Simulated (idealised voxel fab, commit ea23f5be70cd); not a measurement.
The process module presented herein is designated voxel trench capacitor.
Xsec cut, 285 nm wide, square cell size 5 nm.
When this document writes out a cross-section, it uses a grid of square cells and lists it as bands, beginning at the top and moving down, with a band standing for one or more rows of cells. Top, bottom (nm), then materials left to right with widths (nm); lone material tagged "all across" fills the whole band edge to edge; "blank" = empty space. The level at which height equals 0 is the one under which the wafer, as it arrives, is entirely one material. No lower edge exists for the bottom band, which continues downward and is notated as in "z 0 and below". The expression "30->40" gives the width at the extremes of the band, the first number at its top row of cells and the second at its bottom row, with the width changing by equal amounts from each row to the next in between. "everything unchanged" after a step means that no cell of the cross-section changed. Reported under the label "Entrapped voids" are the empty spaces having no open way to the top and comprising 8 cells or more; the notation for each is width x height at distance, in which the distance is measured from the left edge and all three values are in nm. Formally, on a step line, whatever follows the settings is a remark that the simulator itself makes on the step. overlay nm, on a step with a mask: how far to the right of its planned place the mask lay; to the left if negative.

The process steps that were planned are listed below:
step 1: RECEIVE [material Si]
step 2: CONFORMAL_DEP [material SiN] [thk nm 10]
step 3: PATTERN [tone open] [mask id TRENCH] [material resist] [width nm 15] [pitch nm 50] [thk nm 15] [overlay nm 0]
step 4: DIRECTIONAL_ETCH [etch materials SiN] [depth nm 10]
step 5: DIRECTIONAL_ETCH [etch materials Si] [depth nm 35]
step 6: STRIP [etch materials resist]
step 7: CONFORMAL_DEP [material SiO2] [thk nm 5]
step 8: FILL_DEP [material polySi] [thk nm 5]
step 9: CMP [height nm 10]
Wafer-to-wafer difference: width nm, step 3. Common start. Plan = first wafer's value.

The as-received cross-section of the first of several wafers corresponds to the state after step 1:
    z 0 and below: Si all across
    Entrapped voids: none

First of several wafers in cross-section at module end, following the final step, step 9:
    z 10 to 0: SiN: 110, SiO2: 5, polySi: 5, SiO2: 5, SiN: 35, SiO2: 5, polySi: 5, SiO2: 5, SiN: 110
    z 0 to -30: Si: 110, SiO2: 5, polySi: 5, SiO2: 5, Si: 35, SiO2: 5, polySi: 5, SiO2: 5, Si: 110
    z -30 to -35: Si: 110, SiO2: 15, Si: 35, SiO2: 15, Si: 110
    z -35 and below: Si all across
    Entrapped voids: none

Of the several wafers, the last: cross-section at the end of the module:
    z 10 to 0: SiN: 100, SiO2: 5, polySi: 25, SiO2: 5, SiN: 15, SiO2: 5, polySi: 25, SiO2: 5, SiN: 100
    z 0 to -30: Si: 100, SiO2: 5, polySi: 25, SiO2: 5, Si: 15, SiO2: 5, polySi: 25, SiO2: 5, Si: 100
    z -30 to -35: Si: 100, SiO2: 35, Si: 15, SiO2: 35, Si: 100
    z -35 and below: Si all across
    Entrapped voids: none

Below is a per-wafer table. In it, each row describes the wafer at the end of the module by giving, for each material, the number of cells gained (+) or lost (-) since the wafer was received, and after that the closed voids of the wafer:
width nm 15 | -42 Si | +102 SiN | +38 SiO2 | +16 polySi | Entrapped voids: none
width nm 20 | -56 Si | +98 SiN | +40 SiO2 | +32 polySi | Entrapped voids: none
width nm 25 | -70 Si | +94 SiN | +42 SiO2 | +48 polySi | Entrapped voids: none
width nm 30 | -84 Si | +90 SiN | +44 SiO2 | +64 polySi | Entrapped voids: none
width nm 35 | -98 Si | +86 SiN | +46 SiO2 | +80 polySi | Entrapped voids: none
